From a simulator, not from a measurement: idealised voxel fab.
process module | voxel lift off
cross-section cut | 235 nm wide | cells 5 nm
A cross-section is a grid of square cells, given in bands from the top down. A band is one or more rows of cells.
Each band's line starts with the height of the band's top and of its bottom, in nm. Then come its materials from left to right, each with its width in nm. One material with "throughout" fills the band from edge to edge. "air" is empty space.
Height 0 is the level under which the wafer as received is all one material. The lowest band goes on downwards, as in "0 down".
A width such as "30 to 40" changes by the same amount from each row of cells to the next, from the band's top row to its bottom row.
"no change" after a step means that no cell of the cross-section changed.
closed voids: empty space of 8 cells or more with no open way to the top, each as width x height at its distance from the left edge, in nm
after a step's settings: what the simulator itself notes on the step
overlay nm, on a step with a mask: how far to the right of its planned place the mask lay; to the left if negative
plan
1 op RECEIVE | material Si
2 op CONFORMAL_DEP | material SiN | thk nm 15
3 op PATTERN | tone open | mask id LINES | material resist | width nm 15 | pitch nm 30 | thk nm 20 | overlay nm 0
4 op DIRECTIONAL_DEP | material Ru | thk nm 10
5 op STRIP | etch materials resist
6 op CONFORMAL_DEP | material SiCN | thk nm 10
as received, after step 1
  0 down: Si throughout
  closed voids: none
first wafer at the end, as planned
  35 to 25: air 70 | SiCN 95 | air 70
  25 to 15: SiCN 80 | Ru 15 | SiCN 15 | Ru 15 | SiCN 15 | Ru 15 | SiCN 80
  15 to 0: SiN throughout
  0 down: Si throughout
  closed voids: none
second wafer at the end: like start, like plan, one mistake
  30 to 25: air 70 | SiCN 95 | air 70
  25 to 20: SiCN throughout
  20 to 15: SiCN 80 | Ru 15 | SiCN 15 | Ru 15 | SiCN 15 | Ru 15 | SiCN 80
  15 to 0: SiN throughout
  0 down: Si throughout
  closed voids: none
what went wrong: step 4 ran as: op DIRECTIONAL_DEP | material Ru | thk nm 5
at the end the second wafer has, in cells: 9 fewer of Ru | 10 fewer of SiCN
